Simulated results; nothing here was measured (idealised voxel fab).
process module | voxel capacitor over wiring
cross-section cut | 275 nm wide | cells 5 nm
A cross-section is a grid of square cells, given in bands from the top down. A band is one or more rows of cells.
Each band's line starts with the height of the band's top and of its bottom, in nm. Then come its materials from left to right, each with its width in nm. One material with "throughout" fills the band from edge to edge. "air" is empty space.
Height 0 is the level under which the wafer as received is all one material. The lowest band goes on downwards, as in "0 down".
A width such as "30 to 40" changes by the same amount from each row of cells to the next, from the band's top row to its bottom row.
"no change" after a step means that no cell of the cross-section changed.
closed voids: empty space of 8 cells or more with no open way to the top, each as width x height at its distance from the left edge, in nm
after a step's settings: what the simulator itself notes on the step
overlay nm, on a step with a mask: how far to the right of its planned place the mask lay; to the left if negative
plan
1 op RECEIVE | material Si
2 op CONFORMAL_DEP | material SiO2 | thk nm 10
3 op CONFORMAL_DEP | material SiCN | thk nm 5
4 op DIRECTIONAL_DEP | material lowk | thk nm 20
5 op DIRECTIONAL_DEP | material aC | thk nm 15
6 op PATTERN | tone open | mask id METAL_1 | material resist | width nm 20 | pitch nm 75 | thk nm 30 | overlay nm 0
7 op DIRECTIONAL_ETCH | etch materials aC | depth nm 15
8 op STRIP | etch materials resist
9 op DIRECTIONAL_ETCH | etch materials lowk | depth nm 20
10 op DIRECTIONAL_ETCH | etch materials SiCN | depth nm 5
11 op STRIP | etch materials aC
12 op CONFORMAL_DEP | material TiN | thk nm 5
13 op FILL_DEP | material Cu | thk nm 10
14 op CMP | height nm 35
15 op CONFORMAL_DEP | material SiCN | thk nm 5
16 op DIRECTIONAL_DEP | material SiO2 | thk nm 10
17 op DIRECTIONAL_DEP | material aC | thk nm 10
18 op PATTERN | tone open | mask id PLUG_1 | material resist | width nm 15 | thk nm 25 | overlay nm 0
19 op DIRECTIONAL_ETCH | etch materials aC | depth nm 10
20 op STRIP | etch materials resist
21 op DIRECTIONAL_ETCH | etch materials SiO2 | depth nm 10
22 op DIRECTIONAL_ETCH | etch materials SiCN | depth nm 5
23 op STRIP | etch materials aC
24 op EPI | material Ru | thk nm 10
25 op EPI | material Ru | thk nm 5
26 op DIRECTIONAL_DEP | material TiN | thk nm 10
27 op DIRECTIONAL_DEP | material SiN | thk nm 5
28 op DIRECTIONAL_DEP | material TiN | thk nm 5
29 op PATTERN | tone cover | mask id UPPER_PLATE | material resist | width nm 60 | thk nm 20 | overlay nm 0
30 op DIRECTIONAL_ETCH | etch materials TiN | depth nm 5
31 op DIRECTIONAL_ETCH | etch materials SiN | depth nm 5
32 op STRIP | etch materials resist
33 op MASKED_ETCH | tone cover | mask id LOWER_PLATE | width nm 70 | etch materials TiN | depth nm 10 | overlay nm 0
34 op FILL_DEP | material SiO2 | thk nm 15
35 op CMP | height nm 80
36 op MASKED_ETCH | tone open | mask id PLUG_2 | width nm 15 | etch materials SiO2 | depth nm 10 | overlay nm 0
37 op CONFORMAL_DEP | material TiN | thk nm 5
38 op FILL_DEP | material W | thk nm 10
39 op CMP | height nm 80
40 op CONFORMAL_DEP | material SiCN | thk nm 5
as received, after step 1
  0 down: Si throughout
  closed voids: none
a wafer at the end: this start, this plan, one mistake
  85 to 80: SiCN throughout
  80 to 75: SiO2 105 | TiN 5 | W 5 | TiN 5 | SiO2 155
  75 to 70: SiO2 105 | TiN 15 | SiO2 155
  70 to 65: SiO2 95 | SiN 60 | SiO2 120
  65 to 55: SiO2 90 | TiN 70 | SiO2 115
  55 to 50: TiN throughout
  50 to 40: SiO2 95 | Ru 15 | SiO2 165
  40 to 35: SiCN 95 | Ru 15 | SiCN 165
  35 to 15: lowk 90 | TiN 5 | Cu 10 | TiN 5 | lowk 55 | TiN 5 | Cu 10 | TiN 5 | lowk 90
  15 to 10: SiCN 90 | TiN 20 | SiCN 55 | TiN 20 | SiCN 90
  10 to 0: SiO2 throughout
  0 down: Si throughout
  closed voids: none
what went wrong: steps 27 and 28 were swapped
